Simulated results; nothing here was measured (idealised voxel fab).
process module | voxel transistor to metal
cross-section cut | 275 nm wide | cells 5 nm
A cross-section is a grid of square cells, given in bands from the top down. A band is one or more rows of cells.
Each band's line starts with the height of the band's top and of its bottom, in nm. Then come its materials from left to right, each with its width in nm. One material with "throughout" fills the band from edge to edge. "air" is empty space.
Height 0 is the level under which the wafer as received is all one material. The lowest band goes on downwards, as in "0 down".
A width such as "30 to 40" changes by the same amount from each row of cells to the next, from the band's top row to its bottom row.
"no change" after a step means that no cell of the cross-section changed.
closed voids: empty space of 8 cells or more with no open way to the top, each as width x height at its distance from the left edge, in nm
after a step's settings: what the simulator itself notes on the step
overlay nm, on a step with a mask: how far to the right of its planned place the mask lay; to the left if negative
plan
1 op RECEIVE | material Si
2 op CONFORMAL_DEP | material SiO2 | thk nm 5
3 op CONFORMAL_DEP | material SiN | thk nm 15
4 op DIRECTIONAL_DEP | material aC | thk nm 10
5 op PATTERN | tone cover | mask id ACTIVE | material resist | width nm 95 | pitch nm 120 | thk nm 25 | overlay nm 0
6 op DIRECTIONAL_ETCH | etch materials aC | depth nm 10
7 op STRIP | etch materials resist
8 op DIRECTIONAL_ETCH | etch materials SiN | depth nm 15
9 op DIRECTIONAL_ETCH | etch materials SiO2 | depth nm 5
10 op DIRECTIONAL_ETCH | etch materials Si | depth nm 25
11 op STRIP | etch materials aC
12 op OXIDIZE | depth nm 5
13 op FILL_DEP | material SiO2 | thk nm 15
14 op CMP | height nm 20
15 op SELECTIVE_ETCH | etch materials SiO2 | depth nm 10
16 op STRIP | etch materials SiN
17 op SELECTIVE_ETCH | etch materials SiO2 | depth nm 5
18 op OXIDIZE | depth nm 5
19 op DIRECTIONAL_DEP | material polySi | thk nm 30
20 op DIRECTIONAL_DEP | material SiCN | thk nm 15
21 op DIRECTIONAL_DEP | material aC | thk nm 15
22 op PATTERN | tone cover | mask id GATE | material resist | width nm 25 | pitch nm 120 | thk nm 30 | overlay nm 0
23 op DIRECTIONAL_ETCH | etch materials aC | depth nm 15
24 op STRIP | etch materials resist
25 op DIRECTIONAL_ETCH | etch materials SiCN | depth nm 25
26 op DIRECTIONAL_ETCH | etch materials polySi | depth nm 40
27 op STRIP | etch materials aC
28 op CONFORMAL_DEP | material SiO2 | thk nm 5
29 op DIRECTIONAL_ETCH | etch materials SiO2 | depth nm 5
30 op CONFORMAL_DEP | material SiN | thk nm 5
31 op DIRECTIONAL_ETCH | etch materials SiN | depth nm 5
32 op DIRECTIONAL_ETCH | etch materials SiO2 | depth nm 5
33 op EPI | material pSi | thk nm 5
34 op FILL_DEP | material SiO2 | thk nm 5
35 op CMP | height nm 30
36 op STRIP | etch materials polySi
37 op SELECTIVE_ETCH | etch materials SiO2 | depth nm 5
38 op CONFORMAL_DEP | material HfO2 | thk nm 5
39 op CONFORMAL_DEP | material TiN | thk nm 5
40 op FILL_DEP | material W | thk nm 10
41 op CMP | height nm 25
42 op DIRECTIONAL_DEP | material SiO2 | thk nm 15
43 op DIRECTIONAL_DEP | material aC | thk nm 15
44 op PATTERN | tone open | mask id CONTACT | material resist | width nm 15 | thk nm 30 | overlay nm 0
45 op DIRECTIONAL_ETCH | etch materials aC | depth nm 15
46 op STRIP | etch materials resist
47 op DIRECTIONAL_ETCH | etch materials SiO2 | depth nm 40
48 op STRIP | etch materials aC
49 op CONFORMAL_DEP | material TiN | thk nm 5
50 op FILL_DEP | material W | thk nm 5
51 op CMP | height nm 40
52 op CONFORMAL_DEP | material SiN | thk nm 5
53 op DIRECTIONAL_DEP | material SiO2 | thk nm 20
54 op PATTERN | tone open | mask id METAL_1 | material resist | width nm 15 | thk nm 15 | overlay nm 0
55 op DIRECTIONAL_ETCH | etch materials SiO2 | depth nm 20
56 op DIRECTIONAL_ETCH | etch materials SiN | depth nm 5
57 op STRIP | etch materials resist
58 op CONFORMAL_DEP | material TiN | thk nm 5
59 op FILL_DEP | material Cu | thk nm 5
60 op CMP | height nm 65
61 op CONFORMAL_DEP | material SiCN | thk nm 5
62 op DIRECTIONAL_DEP | material lowk | thk nm 30
63 op MASKED_ETCH | tone open | mask id METAL_2 | width nm 15 | pitch nm 120 | etch materials lowk | depth nm 20 | overlay nm 0
64 op PATTERN | tone open | mask id METAL_2_HOLES | material resist | width nm 15 | pitch nm 120 | thk nm 20 | overlay nm 0
65 op DIRECTIONAL_ETCH | etch materials lowk | depth nm 10
66 op DIRECTIONAL_ETCH | etch materials SiCN | depth nm 5
67 op STRIP | etch materials resist
68 op CONFORMAL_DEP | material TiN | thk nm 5
69 op FILL_DEP | material Cu | thk nm 10
70 op CMP | height nm 100
71 op CONFORMAL_DEP | material SiN | thk nm 5
first wafer, as planned
as received, after step 1
  0 down: Si throughout
  closed voids: none
after step 2
  5 to 0: SiO2 throughout
  below 0: unchanged
after step 3
  20 to 5: SiN throughout
  below 5: unchanged
after step 4
  30 to 20: aC throughout
  below 20: unchanged
after step 5
  55 to 30: air 30 | resist 95 | air 25 | resist 95 | air 30
  below 30: unchanged
after step 6
  45 to 30: air 30 | resist 95 | air 25 | resist 95 | air 30
  30 to 20: air 30 | aC 95 | air 25 | aC 95 | air 30
  below 20: unchanged
after step 7
  30 to 20: air 30 | aC 95 | air 25 | aC 95 | air 30
  below 20: unchanged
after step 8
  30 to 20: air 30 | aC 95 | air 25 | aC 95 | air 30
  20 to 5: air 30 | SiN 95 | air 25 | SiN 95 | air 30
  below 5: unchanged
after step 9
  30 to 20: air 30 | aC 95 | air 25 | aC 95 | air 30
  20 to 5: air 30 | SiN 95 | air 25 | SiN 95 | air 30
  5 to 0: air 30 | SiO2 95 | air 25 | SiO2 95 | air 30
  below 0: unchanged
after step 10
  30 to 20: air 30 | aC 95 | air 25 | aC 95 | air 30
  20 to 5: air 30 | SiN 95 | air 25 | SiN 95 | air 30
  5 to 0: air 30 | SiO2 95 | air 25 | SiO2 95 | air 30
  0 to -25: air 30 | Si 95 | air 25 | Si 95 | air 30
  below -25: unchanged
after step 11
  20 to 5: air 30 | SiN 95 | air 25 | SiN 95 | air 30
  below 5: unchanged
after step 12
  20 to 5: air 30 | SiN 95 | air 25 | SiN 95 | air 30
  5 to 0: air 30 | SiO2 95 | air 25 | SiO2 95 | air 30
  0 to -25: air 30 | SiO2 5 | Si 85 | SiO2 5 | air 25 | SiO2 5 | Si 85 | SiO2 5 | air 30
  -25 to -30: SiO2 35 | Si 85 | SiO2 35 | Si 85 | SiO2 35
  below -30: unchanged
after step 13
  35 to 20: SiO2 throughout
  20 to 5: SiO2 30 | SiN 95 | SiO2 25 | SiN 95 | SiO2 30
  5 to 0: SiO2 throughout
  0 to -30: SiO2 35 | Si 85 | SiO2 35 | Si 85 | SiO2 35
  below -30: unchanged
after step 14
  20 to 5: SiO2 30 | SiN 95 | SiO2 25 | SiN 95 | SiO2 30
  below 5: unchanged
after step 15
  20 to 10: air 30 | SiN 95 | air 25 | SiN 95 | air 30
  below 10: unchanged
after step 16
  10 to 5: SiO2 30 | air 95 | SiO2 25 | air 95 | SiO2 30
  below 5: unchanged
after step 17
  5 to 0: SiO2 25 | air 105 | SiO2 15 | air 105 | SiO2 25
  below 0: unchanged
after step 18
  5 to 0: SiO2 25 | air 105 | SiO2 15 | air 105 | SiO2 25
  0 to -5: SiO2 throughout
  below -5: unchanged
after step 19
  35 to 30: polySi 25 | air 105 | polySi 15 | air 105 | polySi 25
  30 to 5: polySi throughout
  5 to 0: SiO2 25 | polySi 105 | SiO2 15 | polySi 105 | SiO2 25
  below 0: unchanged
after step 20
  50 to 45: SiCN 25 | air 105 | SiCN 15 | air 105 | SiCN 25
  45 to 35: SiCN throughout
  35 to 30: polySi 25 | SiCN 105 | polySi 15 | SiCN 105 | polySi 25
  below 30: unchanged
after step 21
  65 to 60: aC 25 | air 105 | aC 15 | air 105 | aC 25
  60 to 50: aC throughout
  50 to 45: SiCN 25 | aC 105 | SiCN 15 | aC 105 | SiCN 25
  below 45: unchanged
after step 22
  95 to 65: air 65 | resist 25 | air 95 | resist 25 | air 65
  65 to 60: aC 25 | air 40 | resist 25 | air 40 | aC 15 | air 40 | resist 25 | air 40 | aC 25
  below 60: unchanged
after step 23
  80 to 60: air 65 | resist 25 | air 95 | resist 25 | air 65
  60 to 50: air 65 | aC 25 | air 95 | aC 25 | air 65
  50 to 45: SiCN 25 | air 40 | aC 25 | air 40 | SiCN 15 | air 40 | aC 25 | air 40 | SiCN 25
  below 45: unchanged
after step 24
  60 to 50: air 65 | aC 25 | air 95 | aC 25 | air 65
  below 50: unchanged
after step 25
  60 to 45: air 65 | aC 25 | air 95 | aC 25 | air 65
  45 to 35: air 65 | SiCN 25 | air 95 | SiCN 25 | air 65
  35 to 30: polySi 25 | air 40 | SiCN 25 | air 40 | polySi 15 | air 40 | SiCN 25 | air 40 | polySi 25
  below 30: unchanged
after step 26
  60 to 45: air 65 | aC 25 | air 95 | aC 25 | air 65
  45 to 30: air 65 | SiCN 25 | air 95 | SiCN 25 | air 65
  30 to 5: air 65 | polySi 25 | air 95 | polySi 25 | air 65
  5 to 0: SiO2 25 | air 40 | polySi 25 | air 40 | SiO2 15 | air 40 | polySi 25 | air 40 | SiO2 25
  below 0: unchanged
after step 27
  45 to 30: air 65 | SiCN 25 | air 95 | SiCN 25 | air 65
  below 30: unchanged
after step 28
  50 to 45: air 60 | SiO2 35 | air 85 | SiO2 35 | air 60
  45 to 30: air 60 | SiO2 5 | SiCN 25 | SiO2 5 | air 85 | SiO2 5 | SiCN 25 | SiO2 5 | air 60
  30 to 10: air 60 | SiO2 5 | polySi 25 | SiO2 5 | air 85 | SiO2 5 | polySi 25 | SiO2 5 | air 60
  10 to 5: SiO2 30 | air 30 | SiO2 5 | polySi 25 | SiO2 5 | air 30 | SiO2 25 | air 30 | SiO2 5 | polySi 25 | SiO2 5 | air 30 | SiO2 30
  5 to 0: SiO2 65 | polySi 25 | SiO2 95 | polySi 25 | SiO2 65
  below 0: unchanged
after step 29
  45 to 30: air 60 | SiO2 5 | SiCN 25 | SiO2 5 | air 85 | SiO2 5 | SiCN 25 | SiO2 5 | air 60
  30 to 5: air 60 | SiO2 5 | polySi 25 | SiO2 5 | air 85 | SiO2 5 | polySi 25 | SiO2 5 | air 60
  5 to 0: SiO2 30 | air 30 | SiO2 5 | polySi 25 | SiO2 5 | air 30 | SiO2 25 | air 30 | SiO2 5 | polySi 25 | SiO2 5 | air 30 | SiO2 30
  below 0: unchanged
after step 30
  50 to 45: air 55 | SiN 45 | air 75 | SiN 45 | air 55
  45 to 30: air 55 | SiN 5 | SiO2 5 | SiCN 25 | SiO2 5 | SiN 5 | air 75 | SiN 5 | SiO2 5 | SiCN 25 | SiO2 5 | SiN 5 | air 55
  30 to 10: air 55 | SiN 5 | SiO2 5 | polySi 25 | SiO2 5 | SiN 5 | air 75 | SiN 5 | SiO2 5 | polySi 25 | SiO2 5 | SiN 5 | air 55
  10 to 5: SiN 35 | air 20 | SiN 5 | SiO2 5 | polySi 25 | SiO2 5 | SiN 5 | air 20 | SiN 35 | air 20 | SiN 5 | SiO2 5 | polySi 25 | SiO2 5 | SiN 5 | air 20 | SiN 35
  5 to 0: SiO2 30 | SiN 30 | SiO2 5 | polySi 25 | SiO2 5 | SiN 30 | SiO2 25 | SiN 30 | SiO2 5 | polySi 25 | SiO2 5 | SiN 30 | SiO2 30
  below 0: unchanged
after step 31
  45 to 30: air 55 | SiN 5 | SiO2 5 | SiCN 25 | SiO2 5 | SiN 5 | air 75 | SiN 5 | SiO2 5 | SiCN 25 | SiO2 5 | SiN 5 | air 55
  30 to 5: air 55 | SiN 5 | SiO2 5 | polySi 25 | SiO2 5 | SiN 5 | air 75 | SiN 5 | SiO2 5 | polySi 25 | SiO2 5 | SiN 5 | air 55
  5 to 0: SiO2 30 | SiN 5 | air 20 | SiN 5 | SiO2 5 | polySi 25 | SiO2 5 | SiN 5 | air 20 | SiN 5 | SiO2 25 | SiN 5 | air 20 | SiN 5 | SiO2 5 | polySi 25 | SiO2 5 | SiN 5 | air 20 | SiN 5 | SiO2 30
  below 0: unchanged
after step 32
  45 to 40: air 55 | SiN 5 | air 5 | SiCN 25 | air 5 | SiN 5 | air 75 | SiN 5 | air 5 | SiCN 25 | air 5 | SiN 5 | air 55
  40 to 30: air 55 | SiN 5 | SiO2 5 | SiCN 25 | SiO2 5 | SiN 5 | air 75 | SiN 5 | SiO2 5 | SiCN 25 | SiO2 5 | SiN 5 | air 55
  30 to 5: air 55 | SiN 5 | SiO2 5 | polySi 25 | SiO2 5 | SiN 5 | air 75 | SiN 5 | SiO2 5 | polySi 25 | SiO2 5 | SiN 5 | air 55
  5 to 0: air 30 | SiN 5 | air 20 | SiN 5 | SiO2 5 | polySi 25 | SiO2 5 | SiN 5 | air 20 | SiN 5 | air 25 | SiN 5 | air 20 | SiN 5 | SiO2 5 | polySi 25 | SiO2 5 | SiN 5 | air 20 | SiN 5 | air 30
  0 to -5: SiO2 35 | air 20 | SiO2 45 | air 20 | SiO2 35 | air 20 | SiO2 45 | air 20 | SiO2 35
  below -5: unchanged
after step 33
  45 to 40: air 55 | SiN 5 | air 5 | SiCN 25 | air 5 | SiN 5 | air 75 | SiN 5 | air 5 | SiCN 25 | air 5 | SiN 5 | air 55
  40 to 30: air 55 | SiN 5 | SiO2 5 | SiCN 25 | SiO2 5 | SiN 5 | air 75 | SiN 5 | SiO2 5 | SiCN 25 | SiO2 5 | SiN 5 | air 55
  30 to 5: air 55 | SiN 5 | SiO2 5 | polySi 25 | SiO2 5 | SiN 5 | air 75 | SiN 5 | SiO2 5 | polySi 25 | SiO2 5 | SiN 5 | air 55
  5 to 0: air 30 | SiN 5 | air 20 | SiN 5 | SiO2 5 | polySi 25 | SiO2 5 | SiN 5 | air 20 | SiN 5 | air 25 | SiN 5 | air 20 | SiN 5 | SiO2 5 | polySi 25 | SiO2 5 | SiN 5 | air 20 | SiN 5 | air 30
  0 to -5: SiO2 35 | pSi 20 | SiO2 45 | pSi 20 | SiO2 35 | pSi 20 | SiO2 45 | pSi 20 | SiO2 35
  below -5: unchanged
after step 34
  50 to 45: SiO2 throughout
  45 to 30: SiO2 55 | SiN 5 | SiO2 5 | SiCN 25 | SiO2 5 | SiN 5 | SiO2 75 | SiN 5 | SiO2 5 | SiCN 25 | SiO2 5 | SiN 5 | SiO2 55
  30 to 5: SiO2 55 | SiN 5 | SiO2 5 | polySi 25 | SiO2 5 | SiN 5 | SiO2 75 | SiN 5 | SiO2 5 | polySi 25 | SiO2 5 | SiN 5 | SiO2 55
  5 to 0: SiO2 30 | SiN 5 | SiO2 20 | SiN 5 | SiO2 5 | polySi 25 | SiO2 5 | SiN 5 | SiO2 20 | SiN 5 | SiO2 25 | SiN 5 | SiO2 20 | SiN 5 | SiO2 5 | polySi 25 | SiO2 5 | SiN 5 | SiO2 20 | SiN 5 | SiO2 30
  below 0: unchanged
after step 35
  30 to 5: SiO2 55 | SiN 5 | SiO2 5 | polySi 25 | SiO2 5 | SiN 5 | SiO2 75 | SiN 5 | SiO2 5 | polySi 25 | SiO2 5 | SiN 5 | SiO2 55
  below 5: unchanged
after step 36
  30 to 5: SiO2 55 | SiN 5 | SiO2 5 | air 25 | SiO2 5 | SiN 5 | SiO2 75 | SiN 5 | SiO2 5 | air 25 | SiO2 5 | SiN 5 | SiO2 55
  5 to 0: SiO2 30 | SiN 5 | SiO2 20 | SiN 5 | SiO2 5 | air 25 | SiO2 5 | SiN 5 | SiO2 20 | SiN 5 | SiO2 25 | SiN 5 | SiO2 20 | SiN 5 | SiO2 5 | air 25 | SiO2 5 | SiN 5 | SiO2 20 | SiN 5 | SiO2 30
  below 0: unchanged
after step 37
  30 to 25: air 55 | SiN 5 | air 35 | SiN 5 | air 75 | SiN 5 | air 35 | SiN 5 | air 55
  25 to 5: SiO2 55 | SiN 5 | air 35 | SiN 5 | SiO2 75 | SiN 5 | air 35 | SiN 5 | SiO2 55
  5 to 0: SiO2 30 | SiN 5 | SiO2 20 | SiN 5 | air 35 | SiN 5 | SiO2 20 | SiN 5 | SiO2 25 | SiN 5 | SiO2 20 | SiN 5 | air 35 | SiN 5 | SiO2 20 | SiN 5 | SiO2 30
  0 to -5: SiO2 35 | pSi 20 | SiO2 5 | air 35 | SiO2 5 | pSi 20 | SiO2 35 | pSi 20 | SiO2 5 | air 35 | SiO2 5 | pSi 20 | SiO2 35
  below -5: unchanged
after step 38
  35 to 30: air 50 | HfO2 15 | air 25 | HfO2 15 | air 65 | HfO2 15 | air 25 | HfO2 15 | air 50
  30 to 25: HfO2 55 | SiN 5 | HfO2 5 | air 25 | HfO2 5 | SiN 5 | HfO2 75 | SiN 5 | HfO2 5 | air 25 | HfO2 5 | SiN 5 | HfO2 55
  25 to 5: SiO2 55 | SiN 5 | HfO2 5 | air 25 | HfO2 5 | SiN 5 | SiO2 75 | SiN 5 | HfO2 5 | air 25 | HfO2 5 | SiN 5 | SiO2 55
  5 to 0: SiO2 30 | SiN 5 | SiO2 20 | SiN 5 | HfO2 5 | air 25 | HfO2 5 | SiN 5 | SiO2 20 | SiN 5 | SiO2 25 | SiN 5 | SiO2 20 | SiN 5 | HfO2 5 | air 25 | HfO2 5 | SiN 5 | SiO2 20 | SiN 5 | SiO2 30
  0 to -5: SiO2 35 | pSi 20 | SiO2 5 | HfO2 35 | SiO2 5 | pSi 20 | SiO2 35 | pSi 20 | SiO2 5 | HfO2 35 | SiO2 5 | pSi 20 | SiO2 35
  below -5: unchanged
after step 39
  40 to 35: air 45 | TiN 25 | air 15 | TiN 25 | air 55 | TiN 25 | air 15 | TiN 25 | air 45
  35 to 30: TiN 50 | HfO2 15 | TiN 5 | air 15 | TiN 5 | HfO2 15 | TiN 65 | HfO2 15 | TiN 5 | air 15 | TiN 5 | HfO2 15 | TiN 50
  30 to 25: HfO2 55 | SiN 5 | HfO2 5 | TiN 5 | air 15 | TiN 5 | HfO2 5 | SiN 5 | HfO2 75 | SiN 5 | HfO2 5 | TiN 5 | air 15 | TiN 5 | HfO2 5 | SiN 5 | HfO2 55
  25 to 5: SiO2 55 | SiN 5 | HfO2 5 | TiN 5 | air 15 | TiN 5 | HfO2 5 | SiN 5 | SiO2 75 | SiN 5 | HfO2 5 | TiN 5 | air 15 | TiN 5 | HfO2 5 | SiN 5 | SiO2 55
  5 to 0: SiO2 30 | SiN 5 | SiO2 20 | SiN 5 | HfO2 5 | TiN 25 | HfO2 5 | SiN 5 | SiO2 20 | SiN 5 | SiO2 25 | SiN 5 | SiO2 20 | SiN 5 | HfO2 5 | TiN 25 | HfO2 5 | SiN 5 | SiO2 20 | SiN 5 | SiO2 30
  below 0: unchanged
after step 40
  50 to 40: W throughout
  40 to 35: W 45 | TiN 25 | W 15 | TiN 25 | W 55 | TiN 25 | W 15 | TiN 25 | W 45
  35 to 30: TiN 50 | HfO2 15 | TiN 5 | W 15 | TiN 5 | HfO2 15 | TiN 65 | HfO2 15 | TiN 5 | W 15 | TiN 5 | HfO2 15 | TiN 50
  30 to 25: HfO2 55 | SiN 5 | HfO2 5 | TiN 5 | W 15 | TiN 5 | HfO2 5 | SiN 5 | HfO2 75 | SiN 5 | HfO2 5 | TiN 5 | W 15 | TiN 5 | HfO2 5 | SiN 5 | HfO2 55
  25 to 5: SiO2 55 | SiN 5 | HfO2 5 | TiN 5 | W 15 | TiN 5 | HfO2 5 | SiN 5 | SiO2 75 | SiN 5 | HfO2 5 | TiN 5 | W 15 | TiN 5 | HfO2 5 | SiN 5 | SiO2 55
  below 5: unchanged
after step 41
  25 to 5: SiO2 55 | SiN 5 | HfO2 5 | TiN 5 | W 15 | TiN 5 | HfO2 5 | SiN 5 | SiO2 75 | SiN 5 | HfO2 5 | TiN 5 | W 15 | TiN 5 | HfO2 5 | SiN 5 | SiO2 55
  below 5: unchanged
after step 42
  40 to 25: SiO2 throughout
  below 25: unchanged
after step 43
  55 to 40: aC throughout
  below 40: unchanged
after step 44
  85 to 55: resist 35 | air 15 | resist 55 | air 15 | resist 35 | air 15 | resist 55 | air 15 | resist 35
  below 55: unchanged
after step 45
  70 to 55: resist 35 | air 15 | resist 55 | air 15 | resist 35 | air 15 | resist 55 | air 15 | resist 35
  55 to 40: aC 35 | air 15 | aC 55 | air 15 | aC 35 | air 15 | aC 55 | air 15 | aC 35
  below 40: unchanged
after step 46
  55 to 40: aC 35 | air 15 | aC 55 | air 15 | aC 35 | air 15 | aC 55 | air 15 | aC 35
  below 40: unchanged
after step 47
  55 to 40: aC 35 | air 15 | aC 55 | air 15 | aC 35 | air 15 | aC 55 | air 15 | aC 35
  40 to 25: SiO2 35 | air 15 | SiO2 55 | air 15 | SiO2 35 | air 15 | SiO2 55 | air 15 | SiO2 35
  25 to 5: SiO2 35 | air 15 | SiO2 5 | SiN 5 | HfO2 5 | TiN 5 | W 15 | TiN 5 | HfO2 5 | SiN 5 | SiO2 5 | air 15 | SiO2 35 | air 15 | SiO2 5 | SiN 5 | HfO2 5 | TiN 5 | W 15 | TiN 5 | HfO2 5 | SiN 5 | SiO2 5 | air 15 | SiO2 35
  5 to 0: SiO2 30 | SiN 5 | air 15 | SiO2 5 | SiN 5 | HfO2 5 | TiN 25 | HfO2 5 | SiN 5 | SiO2 5 | air 15 | SiN 5 | SiO2 25 | SiN 5 | air 15 | SiO2 5 | SiN 5 | HfO2 5 | TiN 25 | HfO2 5 | SiN 5 | SiO2 5 | air 15 | SiN 5 | SiO2 30
  below 0: unchanged
after step 48
  40 to 25: SiO2 35 | air 15 | SiO2 55 | air 15 | SiO2 35 | air 15 | SiO2 55 | air 15 | SiO2 35
  below 25: unchanged
after step 49
  45 to 40: TiN 40 | air 5 | TiN 65 | air 5 | TiN 45 | air 5 | TiN 65 | air 5 | TiN 40
  40 to 25: SiO2 35 | TiN 5 | air 5 | TiN 5 | SiO2 55 | TiN 5 | air 5 | TiN 5 | SiO2 35 | TiN 5 | air 5 | TiN 5 | SiO2 55 | TiN 5 | air 5 | TiN 5 | SiO2 35
  25 to 5: SiO2 35 | TiN 5 | air 5 | TiN 5 | SiO2 5 | SiN 5 | HfO2 5 | TiN 5 | W 15 | TiN 5 | HfO2 5 | SiN 5 | SiO2 5 | TiN 5 | air 5 | TiN 5 | SiO2 35 | TiN 5 | air 5 | TiN 5 | SiO2 5 | SiN 5 | HfO2 5 | TiN 5 | W 15 | TiN 5 | HfO2 5 | SiN 5 | SiO2 5 | TiN 5 | air 5 | TiN 5 | SiO2 35
  5 to 0: SiO2 30 | SiN 5 | TiN 15 | SiO2 5 | SiN 5 | HfO2 5 | TiN 25 | HfO2 5 | SiN 5 | SiO2 5 | TiN 15 | SiN 5 | SiO2 25 | SiN 5 | TiN 15 | SiO2 5 | SiN 5 | HfO2 5 | TiN 25 | HfO2 5 | SiN 5 | SiO2 5 | TiN 15 | SiN 5 | SiO2 30
  below 0: unchanged
after step 50
  50 to 45: W throughout
  45 to 40: TiN 40 | W 5 | TiN 65 | W 5 | TiN 45 | W 5 | TiN 65 | W 5 | TiN 40
  40 to 25: SiO2 35 | TiN 5 | W 5 | TiN 5 | SiO2 55 | TiN 5 | W 5 | TiN 5 | SiO2 35 | TiN 5 | W 5 | TiN 5 | SiO2 55 | TiN 5 | W 5 | TiN 5 | SiO2 35
  25 to 5: SiO2 35 | TiN 5 | W 5 | TiN 5 | SiO2 5 | SiN 5 | HfO2 5 | TiN 5 | W 15 | TiN 5 | HfO2 5 | SiN 5 | SiO2 5 | TiN 5 | W 5 | TiN 5 | SiO2 35 | TiN 5 | W 5 | TiN 5 | SiO2 5 | SiN 5 | HfO2 5 | TiN 5 | W 15 | TiN 5 | HfO2 5 | SiN 5 | SiO2 5 | TiN 5 | W 5 | TiN 5 | SiO2 35
  below 5: unchanged
after step 51
  40 to 25: SiO2 35 | TiN 5 | W 5 | TiN 5 | SiO2 55 | TiN 5 | W 5 | TiN 5 | SiO2 35 | TiN 5 | W 5 | TiN 5 | SiO2 55 | TiN 5 | W 5 | TiN 5 | SiO2 35
  below 25: unchanged
after step 52
  45 to 40: SiN throughout
  below 40: unchanged
after step 53
  65 to 45: SiO2 throughout
  below 45: unchanged
after step 54
  80 to 65: resist 35 | air 15 | resist 55 | air 15 | resist 35 | air 15 | resist 55 | air 15 | resist 35
  below 65: unchanged
after step 55
  80 to 65: resist 35 | air 15 | resist 55 | air 15 | resist 35 | air 15 | resist 55 | air 15 | resist 35
  65 to 45: SiO2 35 | air 15 | SiO2 55 | air 15 | SiO2 35 | air 15 | SiO2 55 | air 15 | SiO2 35
  below 45: unchanged
after step 56
  80 to 65: resist 35 | air 15 | resist 55 | air 15 | resist 35 | air 15 | resist 55 | air 15 | resist 35
  65 to 45: SiO2 35 | air 15 | SiO2 55 | air 15 | SiO2 35 | air 15 | SiO2 55 | air 15 | SiO2 35
  45 to 40: SiN 35 | air 15 | SiN 55 | air 15 | SiN 35 | air 15 | SiN 55 | air 15 | SiN 35
  below 40: unchanged
after step 57
  65 to 45: SiO2 35 | air 15 | SiO2 55 | air 15 | SiO2 35 | air 15 | SiO2 55 | air 15 | SiO2 35
  below 45: unchanged
after step 58
  70 to 65: TiN 40 | air 5 | TiN 65 | air 5 | TiN 45 | air 5 | TiN 65 | air 5 | TiN 40
  65 to 45: SiO2 35 | TiN 5 | air 5 | TiN 5 | SiO2 55 | TiN 5 | air 5 | TiN 5 | SiO2 35 | TiN 5 | air 5 | TiN 5 | SiO2 55 | TiN 5 | air 5 | TiN 5 | SiO2 35
  45 to 40: SiN 35 | TiN 15 | SiN 55 | TiN 15 | SiN 35 | TiN 15 | SiN 55 | TiN 15 | SiN 35
  below 40: unchanged
after step 59
  75 to 70: Cu throughout
  70 to 65: TiN 40 | Cu 5 | TiN 65 | Cu 5 | TiN 45 | Cu 5 | TiN 65 | Cu 5 | TiN 40
  65 to 45: SiO2 35 | TiN 5 | Cu 5 | TiN 5 | SiO2 55 | TiN 5 | Cu 5 | TiN 5 | SiO2 35 | TiN 5 | Cu 5 | TiN 5 | SiO2 55 | TiN 5 | Cu 5 | TiN 5 | SiO2 35
  below 45: unchanged
after step 60
  65 to 45: SiO2 35 | TiN 5 | Cu 5 | TiN 5 | SiO2 55 | TiN 5 | Cu 5 | TiN 5 | SiO2 35 | TiN 5 | Cu 5 | TiN 5 | SiO2 55 | TiN 5 | Cu 5 | TiN 5 | SiO2 35
  below 45: unchanged
after step 61
  70 to 65: SiCN throughout
  below 65: unchanged
after step 62
  100 to 70: lowk throughout
  below 70: unchanged
after step 63
  100 to 80: lowk 35 | air 15 | lowk 105 | air 15 | lowk 105
  below 80: unchanged
after step 64
  120 to 100: resist 35 | air 15 | resist 105 | air 15 | resist 105
  below 100: unchanged
after step 65
  120 to 100: resist 35 | air 15 | resist 105 | air 15 | resist 105
  100 to 70: lowk 35 | air 15 | lowk 105 | air 15 | lowk 105
  below 70: unchanged
after step 66
  120 to 100: resist 35 | air 15 | resist 105 | air 15 | resist 105
  100 to 70: lowk 35 | air 15 | lowk 105 | air 15 | lowk 105
  70 to 65: SiCN 35 | air 15 | SiCN 105 | air 15 | SiCN 105
  below 65: unchanged
after step 67
  100 to 70: lowk 35 | air 15 | lowk 105 | air 15 | lowk 105
  below 70: unchanged
after step 68
  105 to 100: TiN 40 | air 5 | TiN 115 | air 5 | TiN 110
  100 to 70: lowk 35 | TiN 5 | air 5 | TiN 5 | lowk 105 | TiN 5 | air 5 | TiN 5 | lowk 105
  70 to 65: SiCN 35 | TiN 15 | SiCN 105 | TiN 15 | SiCN 105
  below 65: unchanged
after step 69
  115 to 105: Cu throughout
  105 to 100: TiN 40 | Cu 5 | TiN 115 | Cu 5 | TiN 110
  100 to 70: lowk 35 | TiN 5 | Cu 5 | TiN 5 | lowk 105 | TiN 5 | Cu 5 | TiN 5 | lowk 105
  below 70: unchanged
after step 70
  100 to 70: lowk 35 | TiN 5 | Cu 5 | TiN 5 | lowk 105 | TiN 5 | Cu 5 | TiN 5 | lowk 105
  below 70: unchanged
after step 71
  105 to 100: SiN throughout
  below 100: unchanged
second wafer: like start, like plan, one mistake. Through step 70 it matches the first wafer
when step 71 should have ended
  105 to 100: TiN throughout
  below 100: unchanged
what went wrong: step 71 ran as: op CONFORMAL_DEP | material TiN | thk nm 5
at the end the second wafer has, in cells: 55 fewer of SiN | 55 more of TiN
